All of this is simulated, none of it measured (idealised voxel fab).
process module | voxel transistor to metal
cross-section cut | 195 nm wide | cells 5 nm
A cross-section is a grid of square cells, given in bands from the top down. A band is one or more rows of cells.
Each band's line starts with the height of the band's top and of its bottom, in nm. Then come its materials from left to right, each with its width in nm. One material with "throughout" fills the band from edge to edge. "air" is empty space.
Height 0 is the level under which the wafer as received is all one material. The lowest band goes on downwards, as in "0 down".
A width such as "30 to 40" changes by the same amount from each row of cells to the next, from the band's top row to its bottom row.
"no change" after a step means that no cell of the cross-section changed.
closed voids: empty space of 8 cells or more with no open way to the top, each as width x height at its distance from the left edge, in nm
after a step's settings: what the simulator itself notes on the step
overlay nm, on a step with a mask: how far to the right of its planned place the mask lay; to the left if negative
Each pair below shows a cross-section before one step and the cross-section after it, down to the lowest band that changed. The line under each pair gives the step between them, with its settings. The pairs can come from different runs of this module on the same starting wafer, so a pair continues from the pair above only where its "before" says so.
before
  100 to 75: SiO2 45 | air 15 | SiO2 75 | air 15 | SiO2 45
  75 to 70: SiCN 45 | air 15 | SiCN 75 | air 15 | SiCN 45
  70 to 65: SiCN 40 | Ru 25 | SiCN 65 | Ru 25 | SiCN 40
  65 to 45: SiO2 45 | TiN 5 | Cu 5 | TiN 5 | SiO2 75 | TiN 5 | Cu 5 | TiN 5 | SiO2 45
  45 to 40: SiCN 45 | TiN 15 | SiCN 75 | TiN 15 | SiCN 45
  40 to 30: SiO2 45 | TiN 5 | W 5 | TiN 5 | SiO2 75 | TiN 5 | W 5 | TiN 5 | SiO2 45
  30 to 25: SiO2 45 | TiN 15 | SiO2 75 | TiN 15 | SiO2 45
  25 to 15: W 70 | TiN 5 | HfO2 5 | SiN 5 | SiO2 25 | SiN 5 | HfO2 5 | TiN 5 | W 70
  15 to 10: W 70 | TiN 5 | HfO2 5 | SiN 5 | nSi 25 | SiN 5 | HfO2 5 | TiN 5 | W 70
  10 to 5: TiN 40 | W 30 | TiN 5 | HfO2 5 | SiN 5 | nSi 25 | SiN 5 | HfO2 5 | TiN 5 | W 30 | TiN 40
  5 to 0: HfO2 35 | TiN 40 | HfO2 5 | SiN 5 | nSi 25 | SiN 5 | HfO2 5 | TiN 40 | HfO2 35
  0 to -5: SiO2 30 | HfO2 55 | nSi 25 | HfO2 55 | SiO2 30
  -5 to -20: SiO2 45 | Si 40 | nSi 25 | Si 40 | SiO2 45
  -20 to -40: SiO2 45 | Si 105 | SiO2 45
  -40 down: Si throughout
  closed voids: none
after
  105 to 100: TiN 50 | air 5 | TiN 85 | air 5 | TiN 50
  100 to 75: SiO2 45 | TiN 5 | air 5 | TiN 5 | SiO2 75 | TiN 5 | air 5 | TiN 5 | SiO2 45
  75 to 70: SiCN 45 | TiN 15 | SiCN 75 | TiN 15 | SiCN 45
  below 70: unchanged
  closed voids: none
the step between: op CONFORMAL_DEP | material TiN | thk nm 5
before: the cross-section after the pair above
after
  115 to 105: Cu throughout
  105 to 100: TiN 50 | Cu 5 | TiN 85 | Cu 5 | TiN 50
  100 to 75: SiO2 45 | TiN 5 | Cu 5 | TiN 5 | SiO2 75 | TiN 5 | Cu 5 | TiN 5 | SiO2 45
  below 75: unchanged
  closed voids: none
the step between: op FILL_DEP | material Cu | thk nm 10
before: the cross-section after the pair above
after
  100 to 75: SiO2 45 | TiN 5 | Cu 5 | TiN 5 | SiO2 75 | TiN 5 | Cu 5 | TiN 5 | SiO2 45
  below 75: unchanged
  closed voids: none
the step between: op CMP | height nm 100
before: the cross-section after the pair above
after
  105 to 100: SiN throughout
  below 100: unchanged
  closed voids: none
the step between: op CONFORMAL_DEP | material SiN | thk nm 5
